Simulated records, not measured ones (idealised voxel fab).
process module | voxel self aligned vias
cross-section cut | 175 nm wide | cells 5 nm
A cross-section is a grid of square cells, given in bands from the top down. A band is one or more rows of cells.
Each band's line starts with the height of the band's top and of its bottom, in nm. Then come its materials from left to right, each with its width in nm. One material with "throughout" fills the band from edge to edge. "air" is empty space.
Height 0 is the level under which the wafer as received is all one material. The lowest band goes on downwards, as in "0 down".
A width such as "30 to 40" changes by the same amount from each row of cells to the next, from the band's top row to its bottom row.
"no change" after a step means that no cell of the cross-section changed.
closed voids: empty space of 8 cells or more with no open way to the top, each as width x height at its distance from the left edge, in nm
after a step's settings: what the simulator itself notes on the step
overlay nm, on a step with a mask: how far to the right of its planned place the mask lay; to the left if negative
plan
1 op RECEIVE | material Si
2 op CONFORMAL_DEP | material SiO2 | thk nm 10
3 op CONFORMAL_DEP | material SiCN | thk nm 5
4 op DIRECTIONAL_DEP | material SiO2 | thk nm 25
5 op MASKED_ETCH | tone open | mask id LINES | width nm 25 | pitch nm 65 | etch materials SiO2 | depth nm 25 | overlay nm 0
6 op CONFORMAL_DEP | material TiN | thk nm 5
7 op FILL_DEP | material Ru | thk nm 5
8 op CMP | height nm 40
9 op SELECTIVE_ETCH | etch materials W Ru TiN | depth nm 5
10 op FILL_DEP | material SiN | thk nm 5
11 op CMP | height nm 40
12 op DIRECTIONAL_DEP | material SiO2 | thk nm 20
13 op DIRECTIONAL_DEP | material aC | thk nm 15
14 op PATTERN | tone open | mask id VIAS | material resist | width nm 35 | thk nm 35 | overlay nm 0
15 op DIRECTIONAL_ETCH | etch materials aC | depth nm 15
16 op STRIP | etch materials resist
17 op DIRECTIONAL_ETCH | etch materials SiO2 | depth nm 20
18 op DIRECTIONAL_ETCH | etch materials SiN | depth nm 5
19 op STRIP | etch materials aC
20 op CONFORMAL_DEP | material TiN | thk nm 5
21 op FILL_DEP | material Cu | thk nm 5
22 op CMP | height nm 60
23 op CONFORMAL_DEP | material SiCN | thk nm 5
as received, after step 1
  0 down: Si throughout
  closed voids: none
a wafer at the end: this start, this plan, one mistake
  65 to 60: SiCN throughout
  60 to 45: SiO2 30 | TiN 5 | Cu 25 | TiN 5 | SiO2 110
  45 to 40: SiO2 30 | TiN 15 | Cu 15 | TiN 5 | SiO2 110
  40 to 35: SiO2 40 | TiN 25 | SiO2 40 | SiN 25 | SiO2 45
  35 to 20: SiO2 40 | TiN 5 | Ru 15 | TiN 5 | SiO2 40 | TiN 5 | Ru 15 | TiN 5 | SiO2 45
  20 to 15: SiO2 40 | TiN 25 | SiO2 40 | TiN 25 | SiO2 45
  15 to 10: SiCN throughout
  10 to 0: SiO2 throughout
  0 down: Si throughout
  closed voids: none
what went wrong: step 14 ran as: op PATTERN | tone open | mask id VIAS | material resist | width nm 35 | thk nm 35 | overlay nm -5
